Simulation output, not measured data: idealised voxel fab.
The document below concerns the process module designated voxel fin reveal.
Xsec cut, 195 nm wide, square cell size 5 nm.
Cross-section, as written here: a square-cell grid given band by band from the top down, where a band holds one or more rows of cells. Band entry format. Leading values: height of top, height of bottom, nm. Remainder: materials in left-to-right order, each with its width in nm. Special words: "edge to edge" on a single material, which then fills the band edge to edge; "blank", empty space. For the purposes of this specification, 0 denotes the height below which the wafer in its as-received condition is composed wholly of one material, and the lowermost band, lacking a lower limit, extends downward without end, as expressed in "z 0 and below". The width entry "30->40" should be interpreted row by row: the top row of cells in the band takes the first number, the bottom row takes the second number, and the change between adjacent rows is uniform throughout. A step reported as "nothing changed" is a step in which no cell of the cross-section changed. Any empty space of 8 cells or more lacking an open way to the top shows up in "Non-vented voids" as width x height at distance, distance from the left edge, in nm. On a step's line, text after the settings is the simulator commenting on that step. overlay nm: step with mask; distance mask lay right of planned place; negative value = left of planned place.

List of planned process steps:
1,RECEIVE,material Si
2,CONFORMAL_DEP,material SiN,thk nm 10
3,PATTERN,tone cover,mask id FINS,material resist,width nm 15,pitch nm 45,thk nm 20,overlay nm 0
4,DIRECTIONAL_ETCH,etch materials SiN,depth nm 10
5,DIRECTIONAL_ETCH,etch materials Si,depth nm 35
6,STRIP,etch materials resist
7,FILL_DEP,material SiO2,thk nm 15
8,CMP,height nm 10
9,SELECTIVE_ETCH,etch materials SiO2,depth nm 35
10,STRIP,etch materials SiN

Cross-section of the wafer as it came to us, i.e., already through step 1:
- z 0 and below  Si edge to edge
- Non-vented voids: none

Cross-section taken at module completion on the first of two wafers; processed per the plan:
- z 0 to -25  blank 20 nm / Si 15 nm / blank 30 nm / Si 15 nm / blank 30 nm / Si 15 nm / blank 30 nm / Si 15 nm / blank 25 nm
- z -25 to -35  SiO2 20 nm / Si 15 nm / SiO2 30 nm / Si 15 nm / SiO2 30 nm / Si 15 nm / SiO2 30 nm / Si 15 nm / SiO2 25 nm
- z -35 and below  Si edge to edge
- Non-vented voids: none

Wafer two (of two), end-of-module cross-section: start = wafer one, plan = wafer one, one run mistake:
- z 0 to -25  Si 20 nm / blank 15 nm / Si 30 nm / blank 15 nm / Si 30 nm / blank 15 nm / Si 30 nm / blank 15 nm / Si 25 nm
- z -25 to -35  Si 20 nm / SiO2 15 nm / Si 30 nm / SiO2 15 nm / Si 30 nm / SiO2 15 nm / Si 30 nm / SiO2 15 nm / Si 25 nm
- z -35 and below  Si edge to edge
- Non-vented voids: none
what went wrong: the process deviated at step 3: the operation and settings actually run there were PATTERN,tone open,mask id FINS,material resist,width nm 15,pitch nm 45,thk nm 20,overlay nm 0
End check, counted in cells, second wafer has more or fewer of these materials than the first: Si: 105 more; SiO2: 30 fewer
